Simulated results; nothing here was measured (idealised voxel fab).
Herein follows the process module entitled voxel wiring stack.
The width of the displayed cross-section, cut, is 170 nm; its cells are square, with a size of 5 nm.
Cross-section = grid of square cells, listed top down in bands; band = one or more rows. This entry defines a band. It first specifies the height of the band's top and the height of its bottom in nm, and then specifies the band's materials from left to right, stating each material with its width in nm. The word "everywhere" identifies a single material that fills the band from edge to edge, while the word "empty" identifies empty space. Measure heights from 0. That's the level where, below it, the as-received wafer is all one material. The lowest band is bottomless and extends downward; write it as in "from 0 down". The expression "30->40" gives the width at the extremes of the band, the first number at its top row of cells and the second at its bottom row, with the width changing by equal amounts from each row to the next in between. Given "same as before" for a step, no cell of the cross-section differs between before and after that step. The entry titled "Closed void entries" provides the empty spaces that have no open way to the top, restricted to those of 8 cells or more. Each is presented as width x height at distance, the distance being measured from the left edge, with all three in nm. Where a step's line continues beyond its settings, the continuation is a remark by the simulator itself on that step. overlay nm: mask offset rightward from planned place, masked step; negative means leftward offset.

Planned process steps:
1) op RECEIVE | material Si
2) op CONFORMAL_DEP | material SiO2 | thk nm 15
3) op CONFORMAL_DEP | material SiCN | thk nm 5
4) op DIRECTIONAL_DEP | material lowk | thk nm 25
5) op MASKED_ETCH | tone open | mask id METAL_1 | width nm 25 | pitch nm 55 | etch materials lowk | depth nm 25 | overlay nm 0
6) op MASKED_ETCH | tone open | mask id METAL_1 | width nm 25 | pitch nm 55 | etch materials SiCN | depth nm 5 | overlay nm 0
7) op CONFORMAL_DEP | material TiN | thk nm 5
8) op FILL_DEP | material Ru | thk nm 10
9) op CMP | height nm 45
10) op CONFORMAL_DEP | material SiCN | thk nm 5
11) op DIRECTIONAL_DEP | material SiO2 | thk nm 35
12) op PATTERN | tone open | mask id METAL_2_HOLES | material resist | width nm 15 | pitch nm 55 | thk nm 15 | overlay nm 0
13) op DIRECTIONAL_ETCH | etch materials SiO2 | depth nm 35
14) op STRIP | etch materials resist
15) op DIRECTIONAL_DEP | material aC | thk nm 10
16) op PATTERN | tone open | mask id METAL_2 | material resist | width nm 25 | pitch nm 55 | thk nm 30 | overlay nm 0
17) op DIRECTIONAL_ETCH | etch materials aC | depth nm 10
18) op STRIP | etch materials resist
19) op DIRECTIONAL_ETCH | etch materials SiO2 | depth nm 20
20) op DIRECTIONAL_ETCH | etch materials SiCN | depth nm 5
21) op STRIP | etch materials aC
22) op CONFORMAL_DEP | material TiN | thk nm 5
23) op FILL_DEP | material Cu | thk nm 5
24) op CMP | height nm 85
25) op CONFORMAL_DEP | material SiCN | thk nm 5

As received (post step 1): cross-section:
  from 0 down = Si everywhere
  Closed void entries: none

First of two wafers, end-of-module section, run followed plan:
  from 90 to 85 = SiCN everywhere
  from 85 to 70 = SiO2 (15) / TiN (5) / Cu (15) / TiN (5) / SiO2 (30) / TiN (5) / Cu (15) / TiN (5) / SiO2 (30) / TiN (5) / Cu (15) / TiN (5) / SiO2 (20)
  from 70 to 65 = SiO2 (15) / TiN (5) / Cu (5) / TiN (15) / SiO2 (30) / TiN (5) / Cu (5) / TiN (15) / SiO2 (30) / TiN (5) / Cu (5) / TiN (15) / SiO2 (20)
  from 65 to 50 = SiO2 (15) / TiN (5) / Cu (5) / TiN (5) / SiO2 (40) / TiN (5) / Cu (5) / TiN (5) / SiO2 (40) / TiN (5) / Cu (5) / TiN (5) / SiO2 (30)
  from 50 to 45 = SiCN (15) / TiN (15) / SiCN (40) / TiN (15) / SiCN (40) / TiN (15) / SiCN (30)
  from 45 to 20 = lowk (15) / TiN (5) / Ru (15) / TiN (5) / lowk (30) / TiN (5) / Ru (15) / TiN (5) / lowk (30) / TiN (5) / Ru (15) / TiN (5) / lowk (20)
  from 20 to 15 = SiCN (15) / TiN (25) / SiCN (30) / TiN (25) / SiCN (30) / TiN (25) / SiCN (20)
  from 15 to 0 = SiO2 everywhere
  from 0 down = Si everywhere
  Closed void entries: none

Here is the second of the two wafers cut open at the end of the module - same start, same plan as the first one, but we made one mistake running it:
  from 90 to 85 = SiCN everywhere
  from 85 to 70 = SiO2 (15) / TiN (5) / Cu (15) / TiN (5) / SiO2 (30) / TiN (5) / Cu (15) / TiN (5) / SiO2 (30) / TiN (5) / Cu (15) / TiN (5) / SiO2 (20)
  from 70 to 65 = SiO2 (15) / TiN (5) / Cu (5) / TiN (15) / SiO2 (30) / TiN (5) / Cu (5) / TiN (15) / SiO2 (30) / TiN (5) / Cu (5) / TiN (15) / SiO2 (20)
  from 65 to 50 = SiO2 (15) / TiN (5) / Cu (5) / TiN (5) / SiO2 (40) / TiN (5) / Cu (5) / TiN (5) / SiO2 (40) / TiN (5) / Cu (5) / TiN (5) / SiO2 (30)
  from 50 to 45 = SiCN (15) / TiN (15) / SiCN (40) / TiN (15) / SiCN (40) / TiN (15) / SiCN (30)
  from 45 to 40 = TiN (20) / Ru (15) / TiN (40) / Ru (15) / TiN (40) / Ru (15) / TiN (25)
  from 40 to 20 = lowk (15) / TiN (5) / Ru (15) / TiN (5) / lowk (30) / TiN (5) / Ru (15) / TiN (5) / lowk (30) / TiN (5) / Ru (15) / TiN (5) / lowk (20)
  from 20 to 15 = lowk (15) / TiN (25) / lowk (30) / TiN (25) / lowk (30) / TiN (25) / lowk (20)
  from 15 to 0 = SiO2 everywhere
  from 0 down = Si everywhere
  Closed void entries: none
The plan and the run diverged here: the run left out plan step 3 entirely, so it was never executed
Materials where the second wafer ends with more or fewer cells than the first: SiCN: 19 fewer | TiN: 19 more
